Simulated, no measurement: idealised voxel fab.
process module | voxel capacitor over wiring
The cross-section on display is named cut; it measures 245 nm wide, and its cells are 5 nm squares.
A cross-section is a grid of square cells, given in bands from the top down. A band is one or more rows of cells. A band entry consists of two parts. The first gives the height of the band's top and the height of its bottom, in nm. The rest lists the band's materials from left to right, each with its width in nm. A single material labelled with the word "full width" fills the band from edge to edge, and the word "blank" marks empty space. Height reference: 0 = level under which incoming wafer is all one material. Lowest band: no bottom, runs on downward, e.g. "0..down". Quick explanation for "30..40": the width changes in equal steps down the rows of cells, from the first number in the band's top row to the second number in its bottom row. Key: "same as before" - step with no changed cell in the cross-section. What "Unvented internal voids" gives you is every empty space of 8 cells or more that is cut off from the top. Each appears as width x height at distance, with the distance taken from the left edge and width, height and distance all in nm. Past the settings on a step's line: simulator remark, on that step. Steps that use a mask can have "overlay nm" on their line. It says how far the mask sat to the right of where it was meant to be. Negative means to the left.

This section lists the process steps that were planned:
1. RECEIVE (material Si)
2. CONFORMAL_DEP (material SiO2; thk nm 15)
3. DIRECTIONAL_DEP (material TiN; thk nm 5)
4. DIRECTIONAL_DEP (material Ru; thk nm 20)
5. PATTERN (tone cover; mask id METAL_1; material resist; width nm 25; pitch nm 75; thk nm 20; overlay nm 0)
6. DIRECTIONAL_ETCH (etch materials Ru; depth nm 20)
7. DIRECTIONAL_ETCH (etch materials TiN; depth nm 5)
8. STRIP (etch materials resist)
9. CONFORMAL_DEP (material SiN; thk nm 5)
10. FILL_DEP (material lowk; thk nm 10)
11. CMP (height nm 40)
12. CONFORMAL_DEP (material SiCN; thk nm 5)
13. DIRECTIONAL_DEP (material SiO2; thk nm 10)
14. PATTERN (tone open; mask id PLUG_1; material resist; width nm 15; thk nm 20; overlay nm 0)
15. DIRECTIONAL_ETCH (etch materials SiO2; depth nm 10)
16. DIRECTIONAL_ETCH (etch materials SiCN; depth nm 5)
17. STRIP (etch materials resist)
18. CONFORMAL_DEP (material TiN; thk nm 5)
19. FILL_DEP (material Ru; thk nm 5)
20. CMP (height nm 55)
21. DIRECTIONAL_DEP (material TiN; thk nm 5)
22. DIRECTIONAL_DEP (material HfO2; thk nm 5)
23. DIRECTIONAL_DEP (material TiN; thk nm 10)
24. DIRECTIONAL_DEP (material aC; thk nm 10)
25. PATTERN (tone cover; mask id UPPER_PLATE; material resist; width nm 55; thk nm 30; overlay nm 0)
26. DIRECTIONAL_ETCH (etch materials aC; depth nm 10)
27. STRIP (etch materials resist)
28. DIRECTIONAL_ETCH (etch materials TiN; depth nm 10)
29. DIRECTIONAL_ETCH (etch materials HfO2; depth nm 5)
30. STRIP (etch materials aC)
31. DIRECTIONAL_DEP (material aC; thk nm 15)
32. PATTERN (tone cover; mask id LOWER_PLATE; material resist; width nm 65; thk nm 30; overlay nm 0)
33. DIRECTIONAL_ETCH (etch materials aC; depth nm 15)
34. STRIP (etch materials resist)
35. DIRECTIONAL_ETCH (etch materials TiN; depth nm 5)
36. STRIP (etch materials aC)
37. FILL_DEP (material SiO2; thk nm 20)
38. CMP (height nm 90)
39. DIRECTIONAL_DEP (material aC; thk nm 10)
40. PATTERN (tone open; mask id PLUG_2; material resist; width nm 15; thk nm 30; overlay nm 0)
41. DIRECTIONAL_ETCH (etch materials aC; depth nm 10)
42. STRIP (etch materials resist)
43. DIRECTIONAL_ETCH (etch materials SiO2; depth nm 15)
44. STRIP (etch materials aC)
45. CONFORMAL_DEP (material TiN; thk nm 5)
46. FILL_DEP (material Cu; thk nm 10)
47. CMP (height nm 90)
48. CONFORMAL_DEP (material SiCN; thk nm 5)

Cross-sectional view of the wafer in its as-received condition, corresponding to the state after step 1:
0..down = Si full width
Unvented internal voids: none

Starting structure and process plan are as shown above, but one mistake was made in running the module; the wafer cross-section at the end of the module follows:
95..90 = SiCN full width
90..80 = SiO2 90, TiN 5, Cu 5, TiN 5, SiO2 140
80..75 = SiO2 90, TiN 15, SiO2 140
75..65 = SiO2 80, TiN 55, SiO2 110
65..60 = SiO2 80, HfO2 55, SiO2 110
60..55 = HfO2 full width
55..45 = SiO2 80, TiN 5, Ru 5, TiN 5, SiO2 150
45..40 = SiCN 80, TiN 15, SiCN 150
40..20 = lowk 65, SiN 5, Ru 25, SiN 5, lowk 40, SiN 5, Ru 25, SiN 5, lowk 70
20..15 = SiN 70, TiN 25, SiN 50, TiN 25, SiN 75
15..0 = SiO2 full width
0..down = Si full width
Unvented internal voids: none
What went wrong in running the wafer? step 21 ran with different settings than intended, the actual operation and settings being DIRECTIONAL_DEP (material HfO2; thk nm 5)
